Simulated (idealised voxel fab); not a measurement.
Documented hereafter: the process module known as voxel fin reveal.
Square cell edge 5 nm, section width 300 nm, ID cut.
Just so we're on the same page, the cross-sections are grids of square cells, and they're listed out in bands top to bottom, each band one or more rows deep.
Top height, bottom height, nm. Materials left to right, width each, nm. Single material + "everywhere" = fills band edge to edge. "empty" = empty.
Measure heights from 0. That's the level where, below it, the as-received wafer is all one material. The lowest band is bottomless and extends downward; write it as in "0 and below".
Read "30->40" as a graded width: first number on top, second number at the bottom, same change between each pair of neighbouring rows.
Key: "nothing was modified" - step with no changed cell in the cross-section.
"Voids, sealed" - sealed voids, min. 8 cells, no opening to top; format: width x height at distance (distance from left edge; nm throughout).
Where a step's line continues beyond its settings, the continuation is a remark by the simulator itself on that step.
overlay nm: mask right of planned place by this much (step with mask). Neg. = left.

### Planned step list for the process
1) RECEIVE | material Si
2) CONFORMAL_DEP | material SiN | thk nm 10
3) MASKED_ETCH | tone cover | mask id FINS | width nm 15 | pitch nm 35 | etch materials SiN | depth nm 10 | overlay nm 0
4) MASKED_ETCH | tone cover | mask id FINS | width nm 15 | pitch nm 35 | etch materials Si | depth nm 30 | overlay nm 0
5) OXIDIZE | depth nm 5
6) FILL_DEP | material SiO2 | thk nm 10
7) CMP | height nm 10
8) SELECTIVE_ETCH | etch materials SiO2 | depth nm 25
9) STRIP | etch materials SiN

### This is the cross-section of the wafer as we received it, i.e. after step 1
  0 and below  Si everywhere
  Voids, sealed: none

### Cross-sectional image of the first of two wafers at the end of the module, the run having proceeded as planned
  0 down to -15  95 of empty / 5 of Si / 30 of empty / 5 of Si / 30 of empty / 5 of Si / 30 of empty / 5 of Si / 95 of empty
  -15 down to -35  95 of SiO2 / 5 of Si / 30 of SiO2 / 5 of Si / 30 of SiO2 / 5 of Si / 30 of SiO2 / 5 of Si / 95 of SiO2
  -35 and below  Si everywhere
  Voids, sealed: none

### Now the second wafer, cross-sectioned at the end of the module. Nothing different at the start, nothing different in the plan compared with the first, just one mistake when it was actually run
  10 down to 0  90 of empty / 15 of SiN / 20 of empty / 15 of SiN / 20 of empty / 15 of SiN / 20 of empty / 15 of SiN / 90 of empty
  0 down to -15  95 of empty / 5 of Si / 30 of empty / 5 of Si / 30 of empty / 5 of Si / 30 of empty / 5 of Si / 95 of empty
  -15 down to -35  95 of SiO2 / 5 of Si / 30 of SiO2 / 5 of Si / 30 of SiO2 / 5 of Si / 30 of SiO2 / 5 of Si / 95 of SiO2
  -35 and below  Si everywhere
  Voids, sealed: none
What went wrong in running the wafer? step 9 of the plan never got run, it was skipped over
Final cells, second wafer relative to first, materials higher or lower: SiN: 24 more
